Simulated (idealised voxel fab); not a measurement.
This is a process module. Its name is voxel spacer lines.
In the cross-section labelled cut, the width is 195 nm and each square cell is 5 nm.
Cross-section = grid of square cells, listed top down in bands; band = one or more rows.
Band: top height; bottom height; in nm. Then, left to right: material with width in nm, for each material. "throughout": a single material spanning edge to edge. "blank": empty space.
Ref level 0: as-received wafer is one material below here. Bottom band extends down with no lower bound ("0 and below").
Think of "30..40" as a width that walks from the first number to the second as you go down the band, top row to bottom row, taking equal-sized steps from row to row.
You'll sometimes find "no modifications" written for a step, and that's the way of saying that nowhere in the cross-section did a cell change during that step.
"Enclosed internal cavities": empty spaces of 8 cells or more with no open way to the top, each given as width x height at distance, distance from the left edge, all in nm.
It should be noted that, on the line of a given step, the content following the step's settings is a remark produced by the simulator itself with respect to that step.
"overlay nm" denotes, for a step that has a mask, the displacement of the mask to the right of its planned place, with negative values corresponding to the left.
This section lists the process steps that were planned
step 1: RECEIVE (material Si)
step 2: CONFORMAL_DEP (material Al2O3; thk nm 10)
step 3: DIRECTIONAL_DEP (material W; thk nm 15)
step 4: DIRECTIONAL_DEP (material polySi; thk nm 25)
step 5: PATTERN (tone cover; mask id MANDREL; material resist; width nm 15; pitch nm 60; thk nm 30; overlay nm 0)
step 6: DIRECTIONAL_ETCH (etch materials polySi; depth nm 25)
step 7: STRIP (etch materials resist)
step 8: CONFORMAL_DEP (material SiO2; thk nm 10)
step 9: DIRECTIONAL_ETCH (etch materials SiO2; depth nm 10)
step 10: STRIP (etch materials polySi)
step 11: DIRECTIONAL_ETCH (etch materials W; depth nm 15)
step 12: STRIP (etch materials SiO2)
Quick note for whoever runs this: the wafers start identical, but the width nm at step 5 isn't the same across them. The plan just shows what the first wafer had.
Cut through the first of several wafers as received, post step 1
    0 and below  Si throughout
    Enclosed internal cavities: none
Cross-sectional representation of the first of several wafers at the end of the module, i.e. after its terminal step, step 12
    25 down to 10  blank: 20 | W: 10 | blank: 15 | W: 10 | blank: 25 | W: 10 | blank: 15 | W: 10 | blank: 25 | W: 10 | blank: 15 | W: 10 | blank: 20
    10 down to 0  Al2O3 throughout
    0 and below  Si throughout
    Enclosed internal cavities: none
Last-wafer cross-section at the end of the module
    25 down to 10  blank: 10 | W: 10 | blank: 35 | W: 10 | blank: 5 | W: 10 | blank: 35 | W: 10 | blank: 5 | W: 10 | blank: 35 | W: 10 | blank: 10
    10 down to 0  Al2O3 throughout
    0 and below  Si throughout
    Enclosed internal cavities: none
Take any row and you have a wafer at the end of the module: how many cells of each material it has gained (+) or lost (-) since it was received, and then its closed voids
width nm 15, +78 Al2O3, +36 W, Enclosed internal cavities: none
width nm 20, +78 Al2O3, +36 W, Enclosed internal cavities: none
width nm 25, +78 Al2O3, +36 W, Enclosed internal cavities: none
width nm 30, +78 Al2O3, +36 W, Enclosed internal cavities: none
width nm 35, +78 Al2O3, +36 W, Enclosed internal cavities: none
